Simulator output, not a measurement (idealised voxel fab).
The following is a process module called voxel gate over fins.
Shown is cross-section cut, with a width of 255 nm and square cells of size 5 nm.
Think of the cross-section as a grid of square cells. We describe it in bands, top to bottom, and each band covers one or more rows of those cells. This entry defines a band. It first specifies the height of the band's top and the height of its bottom in nm, and then specifies the band's materials from left to right, stating each material with its width in nm. The word "edge to edge" identifies a single material that fills the band from edge to edge, while the word "air" identifies empty space. Height is counted from the level 0, under which the received wafer is composed throughout of one material. The lowest of the bands is not closed at the bottom but continues downward, in the notation "0 nm and below". Top row gets the first number, bottom row gets the second, and each row in between changes by the same step: that is how a band width like "30 to 40" works. Reading "same as before" for a step: not a cell of the cross-section changed in it. Reported under the label "Entrapped void list" are the empty spaces having no open way to the top and comprising 8 cells or more; the notation for each is width x height at distance, in which the distance is measured from the left edge and all three values are in nm. On each step's line, the part that comes after the settings is the simulator's own comment on the step. "overlay nm", when on a step's line for a step with a mask, measures how far to the right of its planned place the mask lay; a negative measure means to the left. Every pair from here on: before one process step, after it. The after cross-section reaches only to the lowest band that changed. Below the pair: the step in between and its settings. Pairs can belong to different runs of this module on the same starting wafer; a pair carries on from the pair above only if the entry headed "Ex-ante state" says so.

## Ex-ante state
> 10 nm to 5 nm  40 nm TiN, then 5 nm air, then 50 nm TiN, then 5 nm air, then 50 nm TiN, then 5 nm air, then 50 nm TiN, then 5 nm air, then 45 nm TiN
> 5 nm to 0 nm  35 nm HfO2, then 15 nm TiN, then 40 nm HfO2, then 15 nm TiN, then 40 nm HfO2, then 15 nm TiN, then 40 nm HfO2, then 15 nm TiN, then 40 nm HfO2
> 0 nm to -5 nm  30 nm Si, then 25 nm HfO2, then 30 nm Si, then 25 nm HfO2, then 30 nm Si, then 25 nm HfO2, then 30 nm Si, then 25 nm HfO2, then 35 nm Si
> -5 nm and below  Si edge to edge
> Entrapped void list: none

## State After Step
> 25 nm to 10 nm  W edge to edge
> 10 nm to 5 nm  40 nm TiN, then 5 nm W, then 50 nm TiN, then 5 nm W, then 50 nm TiN, then 5 nm W, then 50 nm TiN, then 5 nm W, then 45 nm TiN
> Everything below 5 is unchanged.
> Entrapped void list: none
Step, pre vs post cross-sections above: FILL_DEP, material W, thk nm 15

Ex-ante state: the cross-section after the pair above

## State After Step
> 20 nm to 10 nm  W edge to edge
> Everything below 10 is unchanged.
> Entrapped void list: none
Step, pre vs post cross-sections above: CMP, height nm 20

Ex-ante state: the cross-section after the pair above

## State After Step
> 30 nm to 20 nm  SiCN edge to edge
> Everything below 20 is unchanged.
> Entrapped void list: none
Step, pre vs post cross-sections above: CONFORMAL_DEP, material SiCN, thk nm 10
